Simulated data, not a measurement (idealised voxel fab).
Process module under the name voxel transistor to metal
Cross-sectional view cut (width: 155 nm; square cell size: 5 nm).
Each cross-section below is a grid of square cells, stated as bands in top-down order, with one or more rows of cells making up each band. Within each band entry, the heights of the top and of the bottom of the band appear first, in that order and in nm; the materials of the band then follow from left to right, each with its corresponding width in nm. The designation "throughout" on a single material indicates that it fills the band from edge to edge; the designation "air" indicates empty space. Height 0 is the level under which the wafer as received is all one material. The lowest band goes on downwards, as in "0 down". The notation "30..40" denotes a width that varies across the rows of cells in the band, beginning at the first number in the top row, finishing at the second number in the bottom row, and changing by an identical amount from each row to the next. Any step labelled "identical to before" changed none of the cells in the cross-section. Closed-off voids of 8+ cells (no open route to the top) go in "Sealed void listing", written width x height at distance from the left edge, in nm. On a step's line, text after the settings is the simulator commenting on that step. overlay nm: how far to the right of its planned place the mask lay on this masked step (negative: to the left). Reading guide: pairs of cross-sections, before and after one process step; after view cut off at lowest changed band; step and settings listed under each pair. Pairs may stem from different runs of this module on the same starting wafer; continuity with the pair above only where the "Prior to processing" entry states it.
Prior to processing
  0 down: Si throughout
  Sealed void listing: none
Cross-Section After Step
  0 to -5: SiO2 throughout
  Below -5, the layers are the same as they were.
  Sealed void listing: none
Transition step, before and after shown above: OXIDIZE [depth nm 5]
Prior to processing: it's just the after picture from the pair right above this one.
Cross-Section After Step
  15 to 0: SiN throughout
  Below 0, the layers are the same as they were.
  Sealed void listing: none
Transition step, before and after shown above: CONFORMAL_DEP [material SiN] [thk nm 15]
Prior to processing: it's just the after picture from the pair right above this one.
Cross-Section After Step
  30 to 15: aC throughout
  Below 15, the layers are the same as they were.
  Sealed void listing: none
Transition step, before and after shown above: DIRECTIONAL_DEP [material aC] [thk nm 15]
Prior to processing: it's just the after picture from the pair right above this one.
Cross-Section After Step
  60 to 30: air=15  resist=120  air=20
  Below 30, the layers are the same as they were.
  Sealed void listing: none
Transition step, before and after shown above: PATTERN [tone cover] [mask id ACTIVE] [material resist] [width nm 120] [thk nm 30] [overlay nm 0]
Prior to processing: it's just the after picture from the pair right above this one.
Cross-Section After Step
  45 to 30: air=15  resist=120  air=20
  30 to 15: air=15  aC=120  air=20
  Below 15, the layers are the same as they were.
  Sealed void listing: none
Transition step, before and after shown above: DIRECTIONAL_ETCH [etch materials aC] [depth nm 15]
Prior to processing: it's just the after picture from the pair right above this one.
Cross-Section After Step
  30 to 15: air=15  aC=120  air=20
  Below 15, the layers are the same as they were.
  Sealed void listing: none
Transition step, before and after shown above: STRIP [etch materials resist]
Prior to processing: it's just the after picture from the pair right above this one.
Cross-Section After Step
  30 to 15: air=15  aC=120  air=20
  15 to 0: air=15  SiN=120  air=20
  Below 0, the layers are the same as they were.
  Sealed void listing: none
Transition step, before and after shown above: DIRECTIONAL_ETCH [etch materials SiN] [depth nm 15]
Prior to processing: it's just the after picture from the pair right above this one.
Cross-Section After Step
  30 to 15: air=15  aC=120  air=20
  15 to 0: air=15  SiN=120  air=20
  0 to -5: air=15  SiO2=120  air=20
  Below -5, the layers are the same as they were.
  Sealed void listing: none
Transition step, before and after shown above: DIRECTIONAL_ETCH [etch materials SiO2] [depth nm 5]
Prior to processing: it's just the after picture from the pair right above this one.
Cross-Section After Step
  30 to 15: air=15  aC=120  air=20
  15 to 0: air=15  SiN=120  air=20
  0 to -5: air=15  SiO2=120  air=20
  -5 to -40: air=15  Si=120  air=20
  Below -40, the layers are the same as they were.
  Sealed void listing: none
Transition step, before and after shown above: DIRECTIONAL_ETCH [etch materials Si] [depth nm 35]
Prior to processing: it's just the after picture from the pair right above this one.
Cross-Section After Step
  15 to 0: air=15  SiN=120  air=20
  Below 0, the layers are the same as they were.
  Sealed void listing: none
Transition step, before and after shown above: STRIP [etch materials aC]
Prior to processing: it's just the after picture from the pair right above this one.
Cross-Section After Step
  30 to 15: SiO2 throughout
  15 to 0: SiO2=15  SiN=120  SiO2=20
  0 to -5: SiO2 throughout
  -5 to -40: SiO2=15  Si=120  SiO2=20
  Below -40, the layers are the same as they were.
  Sealed void listing: none
Transition step, before and after shown above: FILL_DEP [material SiO2] [thk nm 15]
Prior to processing: it's just the after picture from the pair right above this one.
Cross-Section After Step
  15 to 0: SiO2=15  SiN=120  SiO2=20
  Below 0, the layers are the same as they were.
  Sealed void listing: none
Transition step, before and after shown above: CMP [height nm 15]
Prior to processing: it's just the after picture from the pair right above this one.
Cross-Section After Step
  15 to 10: air=15  SiN=120  air=20
  Below 10, the layers are the same as they were.
  Sealed void listing: none
Transition step, before and after shown above: SELECTIVE_ETCH [etch materials SiO2] [depth nm 5]
Prior to processing: it's just the after picture from the pair right above this one.
Cross-Section After Step
  10 to 0: SiO2=15  air=120  SiO2=20
  Below 0, the layers are the same as they were.
  Sealed void listing: none
Transition step, before and after shown above: STRIP [etch materials SiN]
Prior to processing: it's just the after picture from the pair right above this one.
Cross-Section After Step
  5 to -5: SiO2=10  air=130  SiO2=15
  Below -5, the layers are the same as they were.
  Sealed void listing: none
Transition step, before and after shown above: SELECTIVE_ETCH [etch materials SiO2] [depth nm 5]
Prior to processing: it's just the after picture from the pair right above this one.
Cross-Section After Step
  5 to -5: SiO2=10  air=130  SiO2=15
  -5 to -10: SiO2 throughout
  Below -10, the layers are the same as they were.
  Sealed void listing: none
Transition step, before and after shown above: OXIDIZE [depth nm 5]
Prior to processing: it's just the after picture from the pair right above this one.
Cross-Section After Step
  25 to 15: polySi=10  air=130  polySi=15
  15 to 5: polySi throughout
  5 to -5: SiO2=10  polySi=130  SiO2=15
  Below -5, the layers are the same as they were.
  Sealed void listing: none
Transition step, before and after shown above: DIRECTIONAL_DEP [material polySi] [thk nm 20]
Prior to processing: it's just the after picture from the pair right above this one.
Cross-Section After Step
  35 to 25: SiCN=10  air=130  SiCN=15
  25 to 15: polySi=10  SiCN=130  polySi=15
  Below 15, the layers are the same as they were.
  Sealed void listing: none
Transition step, before and after shown above: DIRECTIONAL_DEP [material SiCN] [thk nm 10]
Prior to processing: it's just the after picture from the pair right above this one.
Cross-Section After Step
  25 to 15: polySi=10  air=50  SiCN=30  air=50  polySi=15
  Below 15, the layers are the same as they were.
  Sealed void listing: none
Transition step, before and after shown above: MASKED_ETCH [tone cover] [mask id GATE] [width nm 30] [etch materials SiCN] [depth nm 20] [overlay nm 0]
Prior to processing: it's just the after picture from the pair right above this one.
Cross-Section After Step
  25 to 15: air=60  SiCN=30  air=65
  15 to 5: air=60  polySi=30  air=65
  5 to -5: SiO2=10  air=50  polySi=30  air=50  SiO2=15
  Below -5, the layers are the same as they were.
  Sealed void listing: none
Transition step, before and after shown above: MASKED_ETCH [tone cover] [mask id GATE] [width nm 30] [etch materials polySi] [depth nm 30] [overlay nm 0]
Prior to processing: it's just the after picture from the pair right above this one.
Cross-Section After Step
  30 to 25: air=55  SiO2=40  air=60
  25 to 15: air=55  SiO2=5  SiCN=30  SiO2=5  air=60
  15 to 10: air=55  SiO2=5  polySi=30  SiO2=5  air=60
  10 to 0: SiO2=15  air=40  SiO2=5  polySi=30  SiO2=5  air=40  SiO2=20
  0 to -5: SiO2=60  polySi=30  SiO2=65
  Below -5, the layers are the same as they were.
  Sealed void listing: none
Transition step, before and after shown above: CONFORMAL_DEP [material SiO2] [thk nm 5]
Prior to processing: it's just the after picture from the pair right above this one.
Cross-Section After Step
  25 to 15: air=55  SiO2=5  SiCN=30  SiO2=5  air=60
  15 to 5: air=55  SiO2=5  polySi=30  SiO2=5  air=60
  5 to -5: SiO2=15  air=40  SiO2=5  polySi=30  SiO2=5  air=40  SiO2=20
  Below -5, the layers are the same as they were.
  Sealed void listing: none
Transition step, before and after shown above: DIRECTIONAL_ETCH [etch materials SiO2] [depth nm 5]
Prior to processing: it's just the after picture from the pair right above this one.
Cross-Section After Step
  35 to 25: air=45  SiN=60  air=50
  25 to 15: air=45  SiN=10  SiO2=5  SiCN=30  SiO2=5  SiN=10  air=50
  15 to 5: SiN=25  air=20  SiN=10  SiO2=5  polySi=30  SiO2=5  SiN=10  air=20  SiN=30
  5 to -5: SiO2=15  SiN=40  SiO2=5  polySi=30  SiO2=5  SiN=40  SiO2=20
  Below -5, the layers are the same as they were.
  Sealed void listing: none
Transition step, before and after shown above: CONFORMAL_DEP [material SiN] [thk nm 10]
Prior to processing: it's just the after picture from the pair right above this one.
Cross-Section After Step
  25 to 15: air=45  SiN=10  SiO2=5  SiCN=30  SiO2=5  SiN=10  air=50
  15 to 5: air=45  SiN=10  SiO2=5  polySi=30  SiO2=5  SiN=10  air=50
  5 to -5: SiO2=15  SiN=10  air=20  SiN=10  SiO2=5  polySi=30  SiO2=5  SiN=10  air=20  SiN=10  SiO2=20
  Below -5, the layers are the same as they were.
  Sealed void listing: none
Transition step, before and after shown above: DIRECTIONAL_ETCH [etch materials SiN] [depth nm 10]
Prior to processing: it's just the after picture from the pair right above this one.
Cross-Section After Step
  25 to 20: air=45  SiN=10  air=5  SiCN=30  air=5  SiN=10  air=50
  20 to 15: air=45  SiN=10  SiO2=5  SiCN=30  SiO2=5  SiN=10  air=50
  15 to 5: air=45  SiN=10  SiO2=5  polySi=30  SiO2=5  SiN=10  air=50
  5 to 0: air=15  SiN=10  air=20  SiN=10  SiO2=5  polySi=30  SiO2=5  SiN=10  air=20  SiN=10  air=20
  0 to -5: SiO2=15  SiN=10  air=20  SiN=10  SiO2=5  polySi=30  SiO2=5  SiN=10  air=20  SiN=10  SiO2=20
  -5 to -10: SiO2=25  air=20  SiO2=60  air=20  SiO2=30
  Below -10, the layers are the same as they were.
  Sealed void listing: none
Transition step, before and after shown above: DIRECTIONAL_ETCH [etch materials SiO2] [depth nm 5]
Prior to processing: it's just the after picture from the pair right above this one.
Cross-Section After Step
  25 to 20: air=45  SiN=10  air=5  SiCN=30  air=5  SiN=10  air=50
  20 to 15: air=45  SiN=10  SiO2=5  SiCN=30  SiO2=5  SiN=10  air=50
  15 to 5: air=45  SiN=10  SiO2=5  polySi=30  SiO2=5  SiN=10  air=50
  5 to 0: air=15  SiN=10  air=20  SiN=10  SiO2=5  polySi=30  SiO2=5  SiN=10  air=20  SiN=10  air=20
  0 to -5: SiO2=15  SiN=10  air=20  SiN=10  SiO2=5  polySi=30  SiO2=5  SiN=10  air=20  SiN=10  SiO2=20
  -5 to -10: SiO2=25  air=20  SiO2=60  air=20  SiO2=30
  -10 to -25: SiO2=15  Si=10  air=20  Si=60  air=20  Si=10  SiO2=20
  Below -25, the layers are the same as they were.
  Sealed void listing: none
Transition step, before and after shown above: DIRECTIONAL_ETCH [etch materials Si] [depth nm 15]
Prior to processing: it's just the after picture from the pair right above this one.
Cross-Section After Step
  25 to 20: air=45  SiN=10  air=5  SiCN=30  air=5  SiN=10  air=50
  20 to 15: air=45  SiN=10  SiO2=5  SiCN=30  SiO2=5  SiN=10  air=50
  15 to 5: air=45  SiN=10  SiO2=5  polySi=30  SiO2=5  SiN=10  air=50
  5 to 0: air=15  SiN=10  SiGe=20  SiN=10  SiO2=5  polySi=30  SiO2=5  SiN=10  SiGe=20  SiN=10  air=20
  0 to -5: SiO2=15  SiN=10  SiGe=20  SiN=10  SiO2=5  polySi=30  SiO2=5  SiN=10  SiGe=20  SiN=10  SiO2=20
  -5 to -10: SiO2=25  SiGe=20  SiO2=60  SiGe=20  SiO2=30
  -10 to -25: SiO2=15  Si=10  SiGe=20  Si=60  SiGe=20  Si=10  SiO2=20
  Below -25, the layers are the same as they were.
  Sealed void listing: none
Transition step, before and after shown above: EPI [material SiGe] [thk nm 15]
Prior to processing: it's just the after picture from the pair right above this one.
Cross-Section After Step
  35 to 25: SiO2 throughout
  25 to 15: SiO2=45  SiN=10  SiO2=5  SiCN=30  SiO2=5  SiN=10  SiO2=50
  15 to 5: SiO2=45  SiN=10  SiO2=5  polySi=30  SiO2=5  SiN=10  SiO2=50
  5 to -5: SiO2=15  SiN=10  SiGe=20  SiN=10  SiO2=5  polySi=30  SiO2=5  SiN=10  SiGe=20  SiN=10  SiO2=20
  Below -5, the layers are the same as they were.
  Sealed void listing: none
Transition step, before and after shown above: FILL_DEP [material SiO2] [thk nm 10]
Prior to processing: it's just the after picture from the pair right above this one.
Cross-Section After Step
  15 to 5: SiO2=45  SiN=10  SiO2=5  polySi=30  SiO2=5  SiN=10  SiO2=50
  Below 5, the layers are the same as they were.
  Sealed void listing: none
Transition step, before and after shown above: CMP [height nm 15]
Prior to processing: it's just the after picture from the pair right above this one.
Cross-Section After Step
  15 to 5: SiO2=45  SiN=10  SiO2=5  air=30  SiO2=5  SiN=10  SiO2=50
  5 to -5: SiO2=15  SiN=10  SiGe=20  SiN=10  SiO2=5  air=30  SiO2=5  SiN=10  SiGe=20  SiN=10  SiO2=20
  Below -5, the layers are the same as they were.
  Sealed void listing: none
Transition step, before and after shown above: STRIP [etch materials polySi]
Prior to processing: it's just the after picture from the pair right above this one.
Cross-Section After Step
  15 to 10: air=45  SiN=10  air=40  SiN=10  air=50
  10 to 5: SiO2=45  SiN=10  air=40  SiN=10  SiO2=50
  5 to -5: SiO2=15  SiN=10  SiGe=20  SiN=10  air=40  SiN=10  SiGe=20  SiN=10  SiO2=20
  -5 to -10: SiO2=25  SiGe=20  SiO2=10  air=40  SiO2=10  SiGe=20  SiO2=30
  Below -10, the layers are the same as they were.
  Sealed void listing: none
Transition step, before and after shown above: SELECTIVE_ETCH [etch materials SiO2] [depth nm 5]
Prior to processing: it's just the after picture from the pair right above this one.
Cross-Section After Step
  20 to 15: air=40  HfO2=20  air=30  HfO2=20  air=45
  15 to 10: HfO2=45  SiN=10  HfO2=5  air=30  HfO2=5  SiN=10  HfO2=50
  10 to 5: SiO2=45  SiN=10  HfO2=5  air=30  HfO2=5  SiN=10  SiO2=50
  5 to -5: SiO2=15  SiN=10  SiGe=20  SiN=10  HfO2=5  air=30  HfO2=5  SiN=10  SiGe=20  SiN=10  SiO2=20
  -5 to -10: SiO2=25  SiGe=20  SiO2=10  HfO2=40  SiO2=10  SiGe=20  SiO2=30
  Below -10, the layers are the same as they were.
  Sealed void listing: none
Transition step, before and after shown above: CONFORMAL_DEP [material HfO2] [thk nm 5]
Prior to processing: it's just the after picture from the pair right above this one.
Cross-Section After Step
  25 to 20: air=35  TiN=30  air=20  TiN=30  air=40
  20 to 15: TiN=40  HfO2=20  TiN=5  air=20  TiN=5  HfO2=20  TiN=45
  15 to 10: HfO2=45  SiN=10  HfO2=5  TiN=5  air=20  TiN=5  HfO2=5  SiN=10  HfO2=50
  10 to 5: SiO2=45  SiN=10  HfO2=5  TiN=5  air=20  TiN=5  HfO2=5  SiN=10  SiO2=50
  5 to 0: SiO2=15  SiN=10  SiGe=20  SiN=10  HfO2=5  TiN=5  air=20  TiN=5  HfO2=5  SiN=10  SiGe=20  SiN=10  SiO2=20
  0 to -5: SiO2=15  SiN=10  SiGe=20  SiN=10  HfO2=5  TiN=30  HfO2=5  SiN=10  SiGe=20  SiN=10  SiO2=20
  Below -5, the layers are the same as they were.
  Sealed void listing: none
Transition step, before and after shown above: CONFORMAL_DEP [material TiN] [thk nm 5]
Prior to processing: it's just the after picture from the pair right above this one.
Cross-Section After Step
  35 to 25: W throughout
  25 to 20: W=35  TiN=30  W=20  TiN=30  W=40
  20 to 15: TiN=40  HfO2=20  TiN=5  W=20  TiN=5  HfO2=20  TiN=45
  15 to 10: HfO2=45  SiN=10  HfO2=5  TiN=5  W=20  TiN=5  HfO2=5  SiN=10  HfO2=50
  10 to 5: SiO2=45  SiN=10  HfO2=5  TiN=5  W=20  TiN=5  HfO2=5  SiN=10  SiO2=50
  5 to 0: SiO2=15  SiN=10  SiGe=20  SiN=10  HfO2=5  TiN=5  W=20  TiN=5  HfO2=5  SiN=10  SiGe=20  SiN=10  SiO2=20
  Below 0, the layers are the same as they were.
  Sealed void listing: none
Transition step, before and after shown above: FILL_DEP [material W] [thk nm 10]
Prior to processing: it's just the after picture from the pair right above this one.
Cross-Section After Step
  10 to 5: SiO2=45  SiN=10  HfO2=5  TiN=5  W=20  TiN=5  HfO2=5  SiN=10  SiO2=50
  Below 5, the layers are the same as they were.
  Sealed void listing: none
Transition step, before and after shown above: CMP [height nm 10]
Prior to processing: it's just the after picture from the pair right above this one.
Cross-Section After Step
  25 to 10: SiO2 throughout
  Below 10, the layers are the same as they were.
  Sealed void listing: none
Transition step, before and after shown above: DIRECTIONAL_DEP [material SiO2] [thk nm 15]
Prior to processing: it's just the after picture from the pair right above this one.
Cross-Section After Step
  40 to 25: aC throughout
  Below 25, the layers are the same as they were.
  Sealed void listing: none
Transition step, before and after shown above: DIRECTIONAL_DEP [material aC] [thk nm 15]
Prior to processing: it's just the after picture from the pair right above this one.
Cross-Section After Step
  70 to 40: resist=25  air=20  resist=60  air=20  resist=30
  Below 40, the layers are the same as they were.
  Sealed void listing: none
Transition step, before and after shown above: PATTERN [tone open] [mask id CONTACT] [material resist] [width nm 20] [pitch nm 80] [thk nm 30] [overlay nm 0]
Prior to processing: it's just the after picture from the pair right above this one.
Cross-Section After Step
  55 to 40: resist=25  air=20  resist=60  air=20  resist=30
  40 to 25: aC=25  air=20  aC=60  air=20  aC=30
  Below 25, the layers are the same as they were.
  Sealed void listing: none
Transition step, before and after shown above: DIRECTIONAL_ETCH [etch materials aC] [depth nm 15]
Prior to processing: it's just the after picture from the pair right above this one.
Cross-Section After Step
  40 to 25: aC=25  air=20  aC=60  air=20  aC=30
  Below 25, the layers are the same as they were.
  Sealed void listing: none
Transition step, before and after shown above: STRIP [etch materials resist]
Prior to processing: it's just the after picture from the pair right above this one.
Cross-Section After Step
  40 to 25: aC=25  air=20  aC=60  air=20  aC=30
  25 to 10: SiO2=25  air=20  SiO2=60  air=20  SiO2=30
  10 to 5: SiO2=25  air=20  SiN=10  HfO2=5  TiN=5  W=20  TiN=5  HfO2=5  SiN=10  air=20  SiO2=30
  Below 5, the layers are the same as they were.
  Sealed void listing: none
Transition step, before and after shown above: DIRECTIONAL_ETCH [etch materials SiO2] [depth nm 20]
Prior to processing: it's just the after picture from the pair right above this one.
Cross-Section After Step
  25 to 10: SiO2=25  air=20  SiO2=60  air=20  SiO2=30
  Below 10, the layers are the same as they were.
  Sealed void listing: none
Transition step, before and after shown above: STRIP [etch materials aC]
Prior to processing: it's just the after picture from the pair right above this one.
Cross-Section After Step
  30 to 25: TiN=30  air=10  TiN=70  air=10  TiN=35
  25 to 10: SiO2=25  TiN=5  air=10  TiN=5  SiO2=60  TiN=5  air=10  TiN=5  SiO2=30
  10 to 5: SiO2=25  TiN=20  SiN=10  HfO2=5  TiN=5  W=20  TiN=5  HfO2=5  SiN=10  TiN=20  SiO2=30
  Below 5, the layers are the same as they were.
  Sealed void listing: none
Transition step, before and after shown above: CONFORMAL_DEP [material TiN] [thk nm 5]
Prior to processing: it's just the after picture from the pair right above this one.
Cross-Section After Step
  35 to 30: W throughout
  30 to 25: TiN=30  W=10  TiN=70  W=10  TiN=35
  25 to 10: SiO2=25  TiN=5  W=10  TiN=5  SiO2=60  TiN=5  W=10  TiN=5  SiO2=30
  Below 10, the layers are the same as they were.
  Sealed void listing: none
Transition step, before and after shown above: FILL_DEP [material W] [thk nm 5]
Prior to processing: it's just the after picture from the pair right above this one.
Cross-Section After Step
  25 to 10: SiO2=25  TiN=5  W=10  TiN=5  SiO2=60  TiN=5  W=10  TiN=5  SiO2=30
  Below 10, the layers are the same as they were.
  Sealed void listing: none
Transition step, before and after shown above: CMP [height nm 25]
Prior to processing: it's just the after picture from the pair right above this one.
Cross-Section After Step
  30 to 25: TiN throughout
  Below 25, the layers are the same as they were.
  Sealed void listing: none
Transition step, before and after shown above: DIRECTIONAL_DEP [material TiN] [thk nm 5]
Prior to processing: it's just the after picture from the pair right above this one.
Cross-Section After Step
  45 to 30: W throughout
  Below 30, the layers are the same as they were.
  Sealed void listing: none
Transition step, before and after shown above: DIRECTIONAL_DEP [material W] [thk nm 15]
Prior to processing: it's just the after picture from the pair right above this one.
Cross-Section After Step
  45 to 30: air=25  W=20  air=60  W=20  air=30
  Below 30, the layers are the same as they were.
  Sealed void listing: none
Transition step, before and after shown above: MASKED_ETCH [tone cover] [mask id METAL_1] [width nm 20] [pitch nm 80] [etch materials W] [depth nm 15] [overlay nm 0]
Prior to processing: it's just the after picture from the pair right above this one.
Cross-Section After Step
  45 to 30: air=25  W=20  air=60  W=20  air=30
  30 to 25: air=25  TiN=20  air=60  TiN=20  air=30
  Below 25, the layers are the same as they were.
  Sealed void listing: none
Transition step, before and after shown above: MASKED_ETCH [tone cover] [mask id METAL_1] [width nm 20] [pitch nm 80] [etch materials TiN] [depth nm 5] [overlay nm 0]
Prior to processing: it's just the after picture from the pair right above this one.
Cross-Section After Step
  50 to 45: SiO2 throughout
  45 to 30: SiO2=25  W=20  SiO2=60  W=20  SiO2=30
  30 to 25: SiO2=25  TiN=20  SiO2=60  TiN=20  SiO2=30
  Below 25, the layers are the same as they were.
  Sealed void listing: none
Transition step, before and after shown above: FILL_DEP [material SiO2] [thk nm 5]
Prior to processing: it's just the after picture from the pair right above this one.
Cross-Section After Step
  45 to 30: SiO2=25  W=20  SiO2=60  W=20  SiO2=30
  Below 30, the layers are the same as they were.
  Sealed void listing: none
Transition step, before and after shown above: CMP [height nm 45]
Prior to processing: it's just the after picture from the pair right above this one.
Cross-Section After Step
  50 to 45: SiCN throughout
  Below 45, the layers are the same as they were.
  Sealed void listing: none
Transition step, before and after shown above: CONFORMAL_DEP [material SiCN] [thk nm 5]
Prior to processing
  15 to 10: air=45  SiN=10  air=40  SiN=10  air=50
  10 to 5: SiO2=45  SiN=10  air=40  SiN=10  SiO2=50
  5 to -5: SiO2=15  SiN=10  SiGe=20  SiN=10  air=40  SiN=10  SiGe=20  SiN=10  SiO2=20
  -5 to -10: SiO2=25  SiGe=20  SiO2=10  air=40  SiO2=10  SiGe=20  SiO2=30
  -10 to -25: SiO2=15  Si=10  SiGe=20  Si=60  SiGe=20  Si=10  SiO2=20
  -25 to -40: SiO2=15  Si=120  SiO2=20
  -40 down: Si throughout
  Sealed void listing: none
Cross-Section After Step
  20 to 15: air=40  TiN=20  air=30  TiN=20  air=45
  15 to 10: TiN=45  SiN=10  TiN=5  air=30  TiN=5  SiN=10  TiN=50
  10 to 5: SiO2=45  SiN=10  TiN=5  air=30  TiN=5  SiN=10  SiO2=50
  5 to -5: SiO2=15  SiN=10  SiGe=20  SiN=10  TiN=5  air=30  TiN=5  SiN=10  SiGe=20  SiN=10  SiO2=20
  -5 to -10: SiO2=25  SiGe=20  SiO2=10  TiN=40  SiO2=10  SiGe=20  SiO2=30
  Below -10, the layers are the same as they were.
  Sealed void listing: none
Transition step, before and after shown above: CONFORMAL_DEP [material TiN] [thk nm 5]
Prior to processing: it's just the after picture from the pair right above this one.
Cross-Section After Step
  30 to 20: W throughout
  20 to 15: W=40  TiN=20  W=30  TiN=20  W=45
  15 to 10: TiN=45  SiN=10  TiN=5  W=30  TiN=5  SiN=10  TiN=50
  10 to 5: SiO2=45  SiN=10  TiN=5  W=30  TiN=5  SiN=10  SiO2=50
  5 to -5: SiO2=15  SiN=10  SiGe=20  SiN=10  TiN=5  W=30  TiN=5  SiN=10  SiGe=20  SiN=10  SiO2=20
  Below -5, the layers are the same as they were.
  Sealed void listing: none
Transition step, before and after shown above: FILL_DEP [material W] [thk nm 10]
Prior to processing: it's just the after picture from the pair right above this one.
Cross-Section After Step
  10 to 5: SiO2=45  SiN=10  TiN=5  W=30  TiN=5  SiN=10  SiO2=50
  Below 5, the layers are the same as they were.
  Sealed void listing: none
Transition step, before and after shown above: CMP [height nm 10]
Prior to processing: it's just the after picture from the pair right above this one.
Cross-Section After Step
  25 to 10: SiO2 throughout
  Below 10, the layers are the same as they were.
  Sealed void listing: none
Transition step, before and after shown above: DIRECTIONAL_DEP [material SiO2] [thk nm 15]
Prior to processing: it's just the after picture from the pair right above this one.
Cross-Section After Step
  40 to 25: aC throughout
  Below 25, the layers are the same as they were.
  Sealed void listing: none
Transition step, before and after shown above: DIRECTIONAL_DEP [material aC] [thk nm 15]
Prior to processing: it's just the after picture from the pair right above this one.
Cross-Section After Step
  70 to 40: resist=25  air=20  resist=60  air=20  resist=30
  Below 40, the layers are the same as they were.
  Sealed void listing: none
Transition step, before and after shown above: PATTERN [tone open] [mask id CONTACT] [material resist] [width nm 20] [pitch nm 80] [thk nm 30] [overlay nm 0]
Prior to processing: it's just the after picture from the pair right above this one.
Cross-Section After Step
  55 to 40: resist=25  air=20  resist=60  air=20  resist=30
  40 to 25: aC=25  air=20  aC=60  air=20  aC=30
  Below 25, the layers are the same as they were.
  Sealed void listing: none
Transition step, before and after shown above: DIRECTIONAL_ETCH [etch materials aC] [depth nm 15]
Prior to processing: it's just the after picture from the pair right above this one.
Cross-Section After Step
  40 to 25: aC=25  air=20  aC=60  air=20  aC=30
  Below 25, the layers are the same as they were.
  Sealed void listing: none
Transition step, before and after shown above: STRIP [etch materials resist]
Prior to processing: it's just the after picture from the pair right above this one.
Cross-Section After Step
  40 to 25: aC=25  air=20  aC=60  air=20  aC=30
  25 to 10: SiO2=25  air=20  SiO2=60  air=20  SiO2=30
  10 to 5: SiO2=25  air=20  SiN=10  TiN=5  W=30  TiN=5  SiN=10  air=20  SiO2=30
  Below 5, the layers are the same as they were.
  Sealed void listing: none
Transition step, before and after shown above: DIRECTIONAL_ETCH [etch materials SiO2] [depth nm 20]
Prior to processing: it's just the after picture from the pair right above this one.
Cross-Section After Step
  25 to 10: SiO2=25  air=20  SiO2=60  air=20  SiO2=30
  Below 10, the layers are the same as they were.
  Sealed void listing: none
Transition step, before and after shown above: STRIP [etch materials aC]
Prior to processing: it's just the after picture from the pair right above this one.
Cross-Section After Step
  30 to 25: TiN=30  air=10  TiN=70  air=10  TiN=35
  25 to 10: SiO2=25  TiN=5  air=10  TiN=5  SiO2=60  TiN=5  air=10  TiN=5  SiO2=30
  10 to 5: SiO2=25  TiN=20  SiN=10  TiN=5  W=30  TiN=5  SiN=10  TiN=20  SiO2=30
  Below 5, the layers are the same as they were.
  Sealed void listing: none
Transition step, before and after shown above: CONFORMAL_DEP [material TiN] [thk nm 5]
Prior to processing: it's just the after picture from the pair right above this one.
Cross-Section After Step
  35 to 30: W throughout
  30 to 25: TiN=30  W=10  TiN=70  W=10  TiN=35
  25 to 10: SiO2=25  TiN=5  W=10  TiN=5  SiO2=60  TiN=5  W=10  TiN=5  SiO2=30
  Below 10, the layers are the same as they were.
  Sealed void listing: none
Transition step, before and after shown above: FILL_DEP [material W] [thk nm 5]
Prior to processing: it's just the after picture from the pair right above this one.
Cross-Section After Step
  25 to 10: SiO2=25  TiN=5  W=10  TiN=5  SiO2=60  TiN=5  W=10  TiN=5  SiO2=30
  Below 10, the layers are the same as they were.
  Sealed void listing: none
Transition step, before and after shown above: CMP [height nm 25]
Prior to processing: it's just the after picture from the pair right above this one.
Cross-Section After Step
  30 to 25: TiN throughout
  Below 25, the layers are the same as they were.
  Sealed void listing: none
Transition step, before and after shown above: DIRECTIONAL_DEP [material TiN] [thk nm 5]
Prior to processing: it's just the after picture from the pair right above this one.
Cross-Section After Step
  45 to 30: W throughout
  Below 30, the layers are the same as they were.
  Sealed void listing: none
Transition step, before and after shown above: DIRECTIONAL_DEP [material W] [thk nm 15]
Prior to processing: it's just the after picture from the pair right above this one.
Cross-Section After Step
  45 to 30: air=25  W=20  air=60  W=20  air=30
  Below 30, the layers are the same as they were.
  Sealed void listing: none
Transition step, before and after shown above: MASKED_ETCH [tone cover] [mask id METAL_1] [width nm 20] [pitch nm 80] [etch materials W] [depth nm 15] [overlay nm 0]
Prior to processing: it's just the after picture from the pair right above this one.
Cross-Section After Step
  45 to 30: air=25  W=20  air=60  W=20  air=30
  30 to 25: air=25  TiN=20  air=60  TiN=20  air=30
  Below 25, the layers are the same as they were.
  Sealed void listing: none
Transition step, before and after shown above: MASKED_ETCH [tone cover] [mask id METAL_1] [width nm 20] [pitch nm 80] [etch materials TiN] [depth nm 5] [overlay nm 0]
Prior to processing: it's just the after picture from the pair right above this one.
Cross-Section After Step
  50 to 45: SiO2 throughout
  45 to 30: SiO2=25  W=20  SiO2=60  W=20  SiO2=30
  30 to 25: SiO2=25  TiN=20  SiO2=60  TiN=20  SiO2=30
  Below 25, the layers are the same as they were.
  Sealed void listing: none
Transition step, before and after shown above: FILL_DEP [material SiO2] [thk nm 5]
Prior to processing: it's just the after picture from the pair right above this one.
Cross-Section After Step
  45 to 30: SiO2=25  W=20  SiO2=60  W=20  SiO2=30
  Below 30, the layers are the same as they were.
  Sealed void listing: none
Transition step, before and after shown above: CMP [height nm 45]
Prior to processing: it's just the after picture from the pair right above this one.
Cross-Section After Step
  50 to 45: SiCN throughout
  Below 45, the layers are the same as they were.
  Sealed void listing: none
Transition step, before and after shown above: CONFORMAL_DEP [material SiCN] [thk nm 5]
